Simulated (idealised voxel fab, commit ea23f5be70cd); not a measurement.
Herein follows the process module entitled voxel double patterning.
Cross-sectional view cut (width: 165 nm; square cell size: 5 nm).
Think of the cross-section as a grid of square cells. We describe it in bands, top to bottom, and each band covers one or more rows of those cells.
For a band, the entry starts with two heights in nm, that of the top and then that of the bottom, and carries on with the band's materials in order from left to right, each alongside its width in nm; the word "everywhere" beside a single material means it fills the band edge to edge, and "blank" means empty space.
Basically, 0 is our baseline, since under it the wafer straight out of the box is all one material. The bottom band has no lower end and keeps on going down, so it looks like "0 nm and below".
Read "30->40" as a graded width: first number on top, second number at the bottom, same change between each pair of neighbouring rows.
No cell of the cross-section changed in a step that is given as "identical to before".
The entry titled "Enclosed void listing" provides the empty spaces that have no open way to the top, restricted to those of 8 cells or more. Each is presented as width x height at distance, the distance being measured from the left edge, with all three in nm.
The remark found on a step's line after its settings is issued by the simulator itself and pertains to that step.
On any step carrying a mask, the "overlay nm" setting, if present on the step's line, tells how far right of its planned place the mask lay; negative values point to the left.

Process steps foreseen in the plan:
1 RECEIVE [material Si]
2 CONFORMAL_DEP [material SiO2] [thk nm 5]
3 DIRECTIONAL_DEP [material TiN] [thk nm 10]
4 DIRECTIONAL_DEP [material SiCN] [thk nm 5]
5 MASKED_ETCH [tone open] [mask id FIRST] [width nm 15] [pitch nm 50] [etch materials SiCN] [depth nm 5] [overlay nm 0]
6 MASKED_ETCH [tone open] [mask id SECOND] [width nm 15] [pitch nm 50] [etch materials SiCN] [depth nm 5] [overlay nm 0]
7 DIRECTIONAL_ETCH [etch materials TiN] [depth nm 10]
8 STRIP [etch materials SiCN]

Incoming wafer, cross-sectional view, post step 1:
    0 nm and below: Si everywhere
    Enclosed void listing: none

Here's the cross-section of the first of our two wafers at the end of the module - it ran as planned:
    15 nm to 5 nm: TiN=25, then blank=15, then TiN=10, then blank=15, then TiN=10, then blank=15, then TiN=10, then blank=15, then TiN=10, then blank=15, then TiN=25
    5 nm to 0 nm: SiO2 everywhere
    0 nm and below: Si everywhere
    Enclosed void listing: none

Here's the second of our two wafers sectioned at module end. Same start as the first, same plan, but one mistake got made running it:
    15 nm to 5 nm: blank=50, then TiN=15, then blank=35, then TiN=15, then blank=50
    5 nm to 0 nm: SiO2 everywhere
    0 nm and below: Si everywhere
    Enclosed void listing: none
So what did we get wrong on this run? it should be noted that step 6 was executed with settings other than those planned, the operation and settings actually applied being MASKED_ETCH [tone cover] [mask id SECOND] [width nm 15] [pitch nm 50] [etch materials SiCN] [depth nm 5] [overlay nm 0]
Per the end-of-run cell counts, the second wafer holds more or fewer of some materials than the first: TiN -24
